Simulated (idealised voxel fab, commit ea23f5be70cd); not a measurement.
process module | voxel spacer lines
225 nm wide, 5 nm square cells: that's cross-section cut.
This document writes a cross-section as a grid whose cells are square, and gives it as bands, listed from the top down; one or more rows of cells form a band.
A band entry consists of two parts. The first gives the height of the band's top and the height of its bottom, in nm. The rest lists the band's materials from left to right, each with its width in nm. A single material labelled with the word "full width" fills the band from edge to edge, and the word "empty" marks empty space.
Below 0: as-received wafer, all one material; heights counted from there. Lowest band: no bottom, goes on down, written "top 0, no bottom".
Graded width ("30->40"): value in top row of band = first number; value in bottom row = second number; row-to-row change constant.
"nothing got changed" for a step: no cell of the cross-section changed in that step.
Each empty space that has no open way to the top and spans at least 8 cells appears under "Closed void table" as width x height at distance, the distance counted from the left edge, all in nm.
Anything after a step's settings on that line? It's the simulator's own note about the step.
Steps that use a mask can have "overlay nm" on their line. It says how far the mask sat to the right of where it was meant to be. Negative means to the left.

Steps planned for the process:
- 1: RECEIVE, material Si
- 2: CONFORMAL_DEP, material Al2O3, thk nm 5
- 3: DIRECTIONAL_DEP, material W, thk nm 10
- 4: DIRECTIONAL_DEP, material aC, thk nm 30
- 5: PATTERN, tone cover, mask id MANDREL, material resist, width nm 25, pitch nm 70, thk nm 40, overlay nm 0
- 6: DIRECTIONAL_ETCH, etch materials aC, depth nm 30
- 7: STRIP, etch materials resist
- 8: CONFORMAL_DEP, material SiO2, thk nm 10
- 9: DIRECTIONAL_ETCH, etch materials SiO2, depth nm 10
- 10: STRIP, etch materials aC
- 11: DIRECTIONAL_ETCH, etch materials W, depth nm 10
- 12: STRIP, etch materials SiO2
- 13: FILL_DEP, material SiO2, thk nm 5
- 14: CMP, height nm 15

Delivered wafer in cross-section: state after step 1:
* top 0, no bottom | Si full width
* Closed void table: none

End-of-module cross-section. Starting structure and process plan as above; one mistake made in running it:
* top 15, bottom 5 | SiO2 25 nm, W 10 nm, SiO2 25 nm, W 10 nm, SiO2 25 nm, W 10 nm, SiO2 25 nm, W 10 nm, SiO2 25 nm, W 10 nm, SiO2 25 nm, W 10 nm, SiO2 15 nm
* top 5, bottom 0 | Al2O3 full width
* top 0, no bottom | Si full width
* Closed void table: none
Error vs. plan: step 5, actual vs plan mismatch, actual run PATTERN, tone cover, mask id MANDREL, material resist, width nm 25, pitch nm 70, thk nm 40, overlay nm 5
